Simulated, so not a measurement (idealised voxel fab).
process module | voxel capacitor over wiring
Each square cell in cross-section cut measures 5 nm, and the section as a whole is 300 nm wide.
Think of the cross-section as a grid of square cells. We describe it in bands, top to bottom, and each band covers one or more rows of those cells.
Basically the band line says how high the top is and how high the bottom is, in nm, and then what's in it from left to right, every material with its width in nm. Empty space shows up as "air", and if a single material carries "everywhere" it runs the full band edge to edge.
Basically, 0 is our baseline, since under it the wafer straight out of the box is all one material. The bottom band has no lower end and keeps on going down, so it looks like "0 down".
Think of "30 to 40" as a width that walks from the first number to the second as you go down the band, top row to bottom row, taking equal-sized steps from row to row.
Any step labelled "nothing was modified" changed none of the cells in the cross-section.
Voids not open to the top, 8 cells minimum: see "Closed void table". Written width x height at distance; distance is from the left edge; nm.
Whatever follows a step's settings on its line is a remark the simulator itself makes about that step.
overlay nm: on a step with a mask, how far right of its planned place the mask lay; negative means left.
# Listed below are the process steps as planned
step 1: RECEIVE [material Si]
step 2: CONFORMAL_DEP [material SiO2] [thk nm 15]
step 3: CONFORMAL_DEP [material SiN] [thk nm 5]
step 4: DIRECTIONAL_DEP [material lowk] [thk nm 20]
step 5: DIRECTIONAL_DEP [material aC] [thk nm 15]
step 6: PATTERN [tone open] [mask id METAL_1] [material resist] [width nm 20] [pitch nm 85] [thk nm 30] [overlay nm 0]
step 7: DIRECTIONAL_ETCH [etch materials aC] [depth nm 15]
step 8: STRIP [etch materials resist]
step 9: DIRECTIONAL_ETCH [etch materials lowk] [depth nm 20]
step 10: DIRECTIONAL_ETCH [etch materials SiN] [depth nm 5]
step 11: STRIP [etch materials aC]
step 12: CONFORMAL_DEP [material TiN] [thk nm 5]
step 13: FILL_DEP [material Cu] [thk nm 10]
step 14: CMP [height nm 40]
step 15: CONFORMAL_DEP [material SiCN] [thk nm 5]
step 16: DIRECTIONAL_DEP [material lowk] [thk nm 20]
step 17: PATTERN [tone open] [mask id PLUG_1] [material resist] [width nm 15] [thk nm 20] [overlay nm 0]
step 18: DIRECTIONAL_ETCH [etch materials lowk] [depth nm 20]
step 19: DIRECTIONAL_ETCH [etch materials SiCN] [depth nm 5]
step 20: STRIP [etch materials resist]
step 21: EPI [material Ru] [thk nm 10]
step 22: EPI [material Ru] [thk nm 10]
step 23: EPI [material Ru] [thk nm 5]
step 24: DIRECTIONAL_DEP [material TiN] [thk nm 5]
step 25: DIRECTIONAL_DEP [material SiN] [thk nm 5]
step 26: DIRECTIONAL_DEP [material TiN] [thk nm 10]
step 27: PATTERN [tone cover] [mask id UPPER_PLATE] [material resist] [width nm 70] [thk nm 15] [overlay nm 0]
step 28: DIRECTIONAL_ETCH [etch materials TiN] [depth nm 10]
step 29: DIRECTIONAL_ETCH [etch materials SiN] [depth nm 5]
step 30: STRIP [etch materials resist]
step 31: MASKED_ETCH [tone cover] [mask id LOWER_PLATE] [width nm 80] [etch materials TiN] [depth nm 5] [overlay nm 0]
step 32: FILL_DEP [material SiO2] [thk nm 20]
step 33: CMP [height nm 100]
step 34: MASKED_ETCH [tone open] [mask id PLUG_2] [width nm 15] [etch materials SiO2] [depth nm 15] [overlay nm 0]
step 35: CONFORMAL_DEP [material TiN] [thk nm 5]
step 36: FILL_DEP [material Cu] [thk nm 10]
step 37: CMP [height nm 100]
step 38: CONFORMAL_DEP [material SiCN] [thk nm 5]
# Delivered wafer in cross-section: state after step 1
	0 down | Si everywhere
	Closed void table: none
# This is how the wafer looks in cross-section once the module is done, given the starting state and plan above and one mistake in carrying the plan out
	105 to 100 | SiCN everywhere
	100 to 90 | 105 Cu, 5 TiN, 15 SiO2, 5 TiN, 170 Cu
	90 to 85 | 110 TiN, 15 SiO2, 175 TiN
	85 to 75 | 100 SiO2, 70 TiN, 130 SiO2
	75 to 70 | 100 SiO2, 70 SiN, 130 SiO2
	70 to 65 | 95 SiO2, 80 TiN, 125 SiO2
	65 to 45 | 100 lowk, 15 Ru, 185 lowk
	45 to 40 | 100 SiCN, 15 Ru, 185 SiCN
	40 to 20 | 95 lowk, 5 TiN, 10 Cu, 5 TiN, 65 lowk, 5 TiN, 10 Cu, 5 TiN, 100 lowk
	20 to 15 | 95 SiN, 20 TiN, 65 SiN, 20 TiN, 100 SiN
	15 to 0 | SiO2 everywhere
	0 down | Si everywhere
	Closed void table: none
Where did the run depart from the plan? in deviation from the planned setting, step 34 was conducted as MASKED_ETCH [tone cover] [mask id PLUG_2] [width nm 15] [etch materials SiO2] [depth nm 15] [overlay nm 0]
